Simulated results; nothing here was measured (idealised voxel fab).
The process module that follows is named voxel wiring stack.
Cross-section cut spans 250 nm and uses square cells 5 nm in size.
Notation: cross-section as square-cell grid; stated in bands, top first, going down; one or more cell rows per band.
Band entry format. Leading values: height of top, height of bottom, nm. Remainder: materials in left-to-right order, each with its width in nm. Special words: "all across" on a single material, which then fills the band edge to edge; "empty", empty space.
Heads up on the height convention: 0 is the point under which the incoming wafer is all one material, and the lowest band has no bottom, it just keeps going down, like "z 0 and below".
Read "30 to 40" as a graded width: first number on top, second number at the bottom, same change between each pair of neighbouring rows.
"nothing different", as given for a step, is the statement that not any cell of the cross-section underwent a change during that step.
What "Trapped voids" gives you is every empty space of 8 cells or more that is cut off from the top. Each appears as width x height at distance, with the distance taken from the left edge and width, height and distance all in nm.
after a step's settings: what the simulator itself notes on the step
On any step carrying a mask, the "overlay nm" setting, if present on the step's line, tells how far right of its planned place the mask lay; negative values point to the left.
**Planned step list for the process**
- 1: RECEIVE (material Si)
- 2: CONFORMAL_DEP (material SiO2; thk nm 10)
- 3: CONFORMAL_DEP (material SiCN; thk nm 5)
- 4: DIRECTIONAL_DEP (material SiO2; thk nm 15)
- 5: DIRECTIONAL_DEP (material aC; thk nm 10)
- 6: PATTERN (tone open; mask id METAL_1; material resist; width nm 20; pitch nm 35; thk nm 25; overlay nm 0)
- 7: DIRECTIONAL_ETCH (etch materials aC; depth nm 10)
- 8: STRIP (etch materials resist)
- 9: DIRECTIONAL_ETCH (etch materials SiO2; depth nm 15)
- 10: DIRECTIONAL_ETCH (etch materials SiCN; depth nm 5)
- 11: STRIP (etch materials aC)
- 12: CONFORMAL_DEP (material TiN; thk nm 5)
- 13: FILL_DEP (material Cu; thk nm 10)
- 14: CMP (height nm 30)
- 15: EPI (material Ru; thk nm 5)
- 16: FILL_DEP (material SiCN; thk nm 5)
- 17: DIRECTIONAL_DEP (material SiO2; thk nm 15)
- 18: DIRECTIONAL_DEP (material aC; thk nm 10)
- 19: PATTERN (tone open; mask id PLUG_1; material resist; width nm 15; pitch nm 70; thk nm 25; overlay nm 0)
- 20: DIRECTIONAL_ETCH (etch materials aC; depth nm 10)
- 21: STRIP (etch materials resist)
- 22: DIRECTIONAL_ETCH (etch materials SiO2; depth nm 15)
- 23: DIRECTIONAL_ETCH (etch materials SiCN; depth nm 5)
- 24: STRIP (etch materials aC)
- 25: CONFORMAL_DEP (material TiN; thk nm 5)
- 26: FILL_DEP (material W; thk nm 5)
- 27: CMP (height nm 55)
- 28: DIRECTIONAL_DEP (material TiN; thk nm 5)
- 29: DIRECTIONAL_DEP (material W; thk nm 25)
- 30: MASKED_ETCH (tone cover; mask id METAL_2; width nm 20; pitch nm 35; etch materials W; depth nm 25; overlay nm 0)
- 31: MASKED_ETCH (tone cover; mask id METAL_2; width nm 20; pitch nm 35; etch materials TiN; depth nm 5; overlay nm 0)
- 32: CONFORMAL_DEP (material SiN; thk nm 5)
- 33: FILL_DEP (material SiO2; thk nm 5)
- 34: CMP (height nm 85)
- 35: CONFORMAL_DEP (material SiCN; thk nm 5)
- 36: DIRECTIONAL_DEP (material lowk; thk nm 25)
- 37: DIRECTIONAL_DEP (material aC; thk nm 10)
- 38: PATTERN (tone open; mask id METAL_3; material resist; width nm 20; pitch nm 35; thk nm 25; overlay nm 0)
- 39: DIRECTIONAL_ETCH (etch materials aC; depth nm 10)
- 40: STRIP (etch materials resist)
- 41: DIRECTIONAL_ETCH (etch materials lowk; depth nm 15)
- 42: STRIP (etch materials aC)
- 43: PATTERN (tone open; mask id METAL_3_HOLES; material resist; width nm 15; pitch nm 35; thk nm 20; overlay nm 0)
- 44: DIRECTIONAL_ETCH (etch materials lowk; depth nm 10)
- 45: DIRECTIONAL_ETCH (etch materials SiCN; depth nm 5)
- 46: STRIP (etch materials resist)
- 47: CONFORMAL_DEP (material TiN; thk nm 5)
- 48: FILL_DEP (material Cu; thk nm 10)
- 49: CMP (height nm 115)
- 50: CONFORMAL_DEP (material SiN; thk nm 5)
**Cross-section: wafer on arrival = after step 1**
> z 0 and below = Si all across
> Trapped voids: none
**Final cross-section, module run with one mistake (start and plan as above)**
> z 120 to 115 = SiN all across
> z 115 to 105 = 80 of lowk, then 5 to 10 of TiN, then 10 to 5 of Cu, then 5 of TiN, then 15 of lowk, then 5 to 10 of TiN, then 10 to 5 of Cu, then 5 of TiN, then 15 of lowk, then 5 to 10 of TiN, then 10 to 5 of Cu, then 5 of TiN, then 80 of lowk
> z 105 to 100 = 85 of lowk, then 15 of TiN, then 20 of lowk, then 15 of TiN, then 20 of lowk, then 15 of TiN, then 80 of lowk
> z 100 to 90 = 85 of lowk, then 10 of TiN, then 25 of lowk, then 10 of TiN, then 25 of lowk, then 10 of TiN, then 85 of lowk
> z 90 to 85 = 85 of SiCN, then 10 of TiN, then 25 of SiCN, then 10 of TiN, then 25 of SiCN, then 10 of TiN, then 85 of SiCN
> z 85 to 60 = 75 of SiO2, then 5 of SiN, then 20 of W, then 5 of SiN, then 5 of SiO2, then 5 of SiN, then 20 of W, then 5 of SiN, then 5 of SiO2, then 5 of SiN, then 20 of W, then 5 of SiN, then 75 of SiO2
> z 60 to 55 = 80 of SiN, then 20 of TiN, then 15 of SiN, then 20 of TiN, then 15 of SiN, then 20 of TiN, then 80 of SiN
> z 55 to 40 = 80 of SiO2, then 5 of TiN, then 5 of W, then 5 of TiN, then 55 of SiO2, then 5 of TiN, then 5 of W, then 5 of TiN, then 85 of SiO2
> z 40 to 35 = 80 of SiCN, then 15 of TiN, then 55 of SiCN, then 15 of TiN, then 85 of SiCN
> z 35 to 30 = 75 of SiCN, then 30 of Ru, then 5 of SiCN, then 30 of Ru, then 5 of SiCN, then 30 of Ru, then 75 of SiCN
> z 30 to 15 = 80 of SiO2, then 5 of TiN, then 10 of Cu, then 5 of TiN, then 15 of SiO2, then 5 of TiN, then 10 of Cu, then 5 of TiN, then 15 of SiO2, then 5 of TiN, then 10 of Cu, then 5 of TiN, then 80 of SiO2
> z 15 to 10 = 80 of SiCN, then 20 of TiN, then 15 of SiCN, then 20 of TiN, then 15 of SiCN, then 20 of TiN, then 80 of SiCN
> z 10 to 0 = SiO2 all across
> z 0 and below = Si all across
> Trapped voids: none
What went wrong in running the wafer? planned and actual differ for step 38; actual: PATTERN (tone open; mask id METAL_3; material resist; width nm 15; pitch nm 35; thk nm 25; overlay nm 0)
